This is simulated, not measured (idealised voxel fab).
The name of this process module is voxel wiring stack.
For reference, the cross-section in this document is cut, with width 300 nm and square cells of 5 nm.
Cross-sections here: square-cell grids, written as top-down lists of bands, a band being one or more rows of cells.
Top, bottom (nm), then materials left to right with widths (nm); lone material tagged "everywhere" fills the whole band edge to edge; "air" = empty space.
It should be noted that heights are counted from 0, beneath which the wafer as supplied is of one material throughout, and that the lowest band possesses no lower boundary but continues downward, as written in "0 nm and below".
The two numbers in a width such as "30..40" mark its ends across the band: the first belongs to the top row of cells, the second to the bottom row, and from each row to the next the width moves by the same amount.
"no modification" means the step left every cell of the cross-section as it was.
"Completely enclosed voids" - sealed voids, min. 8 cells, no opening to top; format: width x height at distance (distance from left edge; nm throughout).
Past the settings on a step's line: simulator remark, on that step.
Regarding "overlay nm": on a step with a mask, it is the distance the mask lay to the right of its planned place; a negative value places it to the left.

**Process steps foreseen in the plan**
| 1 | RECEIVE [material Si] |
| 2 | CONFORMAL_DEP [material SiO2] [thk nm 15] |
| 3 | DIRECTIONAL_DEP [material TiN] [thk nm 5] |
| 4 | DIRECTIONAL_DEP [material Ru] [thk nm 25] |
| 5 | PATTERN [tone cover] [mask id METAL_1] [material resist] [width nm 30] [pitch nm 45] [thk nm 20] [overlay nm 0] |
| 6 | DIRECTIONAL_ETCH [etch materials Ru] [depth nm 25] |
| 7 | DIRECTIONAL_ETCH [etch materials TiN] [depth nm 5] |
| 8 | STRIP [etch materials resist] |
| 9 | CONFORMAL_DEP [material SiN] [thk nm 5] |
| 10 | FILL_DEP [material lowk] [thk nm 10] |
| 11 | CMP [height nm 45] |
| 12 | CONFORMAL_DEP [material SiCN] [thk nm 5] |
| 13 | DIRECTIONAL_DEP [material lowk] [thk nm 30] |
| 14 | MASKED_ETCH [tone open] [mask id METAL_2_HOLES] [width nm 15] [pitch nm 45] [etch materials lowk] [depth nm 30] [overlay nm 0] |
| 15 | MASKED_ETCH [tone open] [mask id METAL_2] [width nm 30] [pitch nm 45] [etch materials lowk] [depth nm 15] [overlay nm 0] |
| 16 | MASKED_ETCH [tone open] [mask id METAL_2] [width nm 30] [pitch nm 45] [etch materials SiCN] [depth nm 5] [overlay nm 0] |
| 17 | CONFORMAL_DEP [material TiN] [thk nm 5] |
| 18 | FILL_DEP [material Cu] [thk nm 10] |
| 19 | CMP [height nm 80] |
| 20 | CONFORMAL_DEP [material SiCN] [thk nm 5] |
| 21 | DIRECTIONAL_DEP [material SiO2] [thk nm 30] |
| 22 | PATTERN [tone open] [mask id METAL_3] [material resist] [width nm 30] [pitch nm 45] [thk nm 20] [overlay nm 0] |
| 23 | DIRECTIONAL_ETCH [etch materials SiO2] [depth nm 15] |
| 24 | STRIP [etch materials resist] |
| 25 | MASKED_ETCH [tone open] [mask id METAL_3_HOLES] [width nm 15] [pitch nm 45] [etch materials SiO2] [depth nm 15] [overlay nm 0] |
| 26 | MASKED_ETCH [tone open] [mask id METAL_3_HOLES] [width nm 15] [pitch nm 45] [etch materials SiCN] [depth nm 5] [overlay nm 0] |
| 27 | CONFORMAL_DEP [material TiN] [thk nm 5] |
| 28 | FILL_DEP [material Cu] [thk nm 10] |
| 29 | CMP [height nm 115] |
| 30 | CONFORMAL_DEP [material SiN] [thk nm 5] |

**Cross-section of the wafer at receipt, which is the condition after step 1**
* 0 nm and below = Si everywhere
* Completely enclosed voids: none

**Looking at the first of two wafers in cross-section at end of module - ran to plan**
* 120 nm to 115 nm = SiN everywhere
* 115 nm to 105 nm = SiO2 65, then TiN 5, then Cu 20, then TiN 5, then SiO2 15, then TiN 5, then Cu 20, then TiN 5, then SiO2 15, then TiN 5, then Cu 20, then TiN 5, then SiO2 15, then TiN 5, then Cu 20, then TiN 5, then SiO2 70
* 105 nm to 100 nm = SiO2 65, then TiN 5, then Cu 5, then TiN 20, then SiO2 15, then TiN 5, then Cu 5, then TiN 20, then SiO2 15, then TiN 5, then Cu 5, then TiN 20, then SiO2 15, then TiN 5, then Cu 5, then TiN 20, then SiO2 70
* 100 nm to 85 nm = SiO2 65, then TiN 5, then Cu 5, then TiN 5, then SiO2 30, then TiN 5, then Cu 5, then TiN 5, then SiO2 30, then TiN 5, then Cu 5, then TiN 5, then SiO2 30, then TiN 5, then Cu 5, then TiN 5, then SiO2 85
* 85 nm to 80 nm = SiCN 65, then TiN 15, then SiCN 30, then TiN 15, then SiCN 30, then TiN 15, then SiCN 30, then TiN 15, then SiCN 85
* 80 nm to 70 nm = lowk 65, then TiN 5, then Cu 20, then TiN 5, then lowk 15, then TiN 5, then Cu 20, then TiN 5, then lowk 15, then TiN 5, then Cu 20, then TiN 5, then lowk 15, then TiN 5, then Cu 20, then TiN 5, then lowk 70
* 70 nm to 65 nm = lowk 65, then TiN 5, then Cu 5, then TiN 20, then lowk 15, then TiN 5, then Cu 5, then TiN 20, then lowk 15, then TiN 5, then Cu 5, then TiN 20, then lowk 15, then TiN 5, then Cu 5, then TiN 20, then lowk 70
* 65 nm to 50 nm = lowk 65, then TiN 5, then Cu 5, then TiN 5, then lowk 30, then TiN 5, then Cu 5, then TiN 5, then lowk 30, then TiN 5, then Cu 5, then TiN 5, then lowk 30, then TiN 5, then Cu 5, then TiN 5, then lowk 85
* 50 nm to 45 nm = SiCN 65, then TiN 15, then SiCN 30, then TiN 15, then SiCN 30, then TiN 15, then SiCN 30, then TiN 15, then SiCN 85
* 45 nm to 20 nm = lowk 60, then SiN 5, then Ru 30, then SiN 5, then lowk 5, then SiN 5, then Ru 30, then SiN 5, then lowk 5, then SiN 5, then Ru 30, then SiN 5, then lowk 5, then SiN 5, then Ru 30, then SiN 5, then lowk 65
* 20 nm to 15 nm = SiN 65, then TiN 30, then SiN 15, then TiN 30, then SiN 15, then TiN 30, then SiN 15, then TiN 30, then SiN 70
* 15 nm to 0 nm = SiO2 everywhere
* 0 nm and below = Si everywhere
* Completely enclosed voids: none

**The second wafer, shown in cross-section after the module: started the same way as the first and given the same plan, yet one mistake crept into how it was run**
* 120 nm to 115 nm = SiN everywhere
* 115 nm to 105 nm = SiO2 65, then TiN 5, then Cu 20, then TiN 5, then SiO2 15, then TiN 5, then Cu 20, then TiN 5, then SiO2 15, then TiN 5, then Cu 20, then TiN 5, then SiO2 15, then TiN 5, then Cu 20, then TiN 5, then SiO2 70
* 105 nm to 100 nm = SiO2 65, then TiN 5, then Cu 5, then TiN 20, then SiO2 15, then TiN 5, then Cu 5, then TiN 20, then SiO2 15, then TiN 5, then Cu 5, then TiN 20, then SiO2 15, then TiN 5, then Cu 5, then TiN 20, then SiO2 70
* 100 nm to 85 nm = SiO2 65, then TiN 5, then Cu 5, then TiN 5, then SiO2 30, then TiN 5, then Cu 5, then TiN 5, then SiO2 30, then TiN 5, then Cu 5, then TiN 5, then SiO2 30, then TiN 5, then Cu 5, then TiN 5, then SiO2 85
* 85 nm to 80 nm = SiCN 65, then TiN 15, then SiCN 30, then TiN 15, then SiCN 30, then TiN 15, then SiCN 30, then TiN 15, then SiCN 85
* 80 nm to 70 nm = lowk 65, then TiN 5, then Cu 20, then TiN 5, then lowk 15, then TiN 5, then Cu 20, then TiN 5, then lowk 15, then TiN 5, then Cu 20, then TiN 5, then lowk 15, then TiN 5, then Cu 20, then TiN 5, then lowk 70
* 70 nm to 65 nm = lowk 65, then TiN 5, then Cu 5, then TiN 20, then lowk 15, then TiN 5, then Cu 5, then TiN 20, then lowk 15, then TiN 5, then Cu 5, then TiN 20, then lowk 15, then TiN 5, then Cu 5, then TiN 20, then lowk 70
* 65 nm to 55 nm = lowk 65, then TiN 5, then Cu 5, then TiN 5, then lowk 30, then TiN 5, then Cu 5, then TiN 5, then lowk 30, then TiN 5, then Cu 5, then TiN 5, then lowk 30, then TiN 5, then Cu 5, then TiN 5, then lowk 85
* 55 nm to 50 nm = lowk 65, then TiN 15, then lowk 30, then TiN 15, then lowk 30, then TiN 15, then lowk 30, then TiN 15, then lowk 85
* 50 nm to 45 nm = SiN everywhere
* 45 nm to 20 nm = lowk 60, then SiN 5, then Ru 30, then SiN 5, then lowk 5, then SiN 5, then Ru 30, then SiN 5, then lowk 5, then SiN 5, then Ru 30, then SiN 5, then lowk 5, then SiN 5, then Ru 30, then SiN 5, then lowk 65
* 20 nm to 15 nm = SiN 65, then TiN 30, then SiN 15, then TiN 30, then SiN 15, then TiN 30, then SiN 15, then TiN 30, then SiN 70
* 15 nm to 0 nm = SiO2 everywhere
* 0 nm and below = Si everywhere
* Completely enclosed voids: none
The mistake made against the process plan was this: heads up, step 12 didn't go per plan, it actually ran as CONFORMAL_DEP [material SiN] [thk nm 5]
In the final state, the cell counts of the second wafer exceed or fall short of those of the first for the following materials: Cu -4, SiCN -48, SiN +60, TiN -8
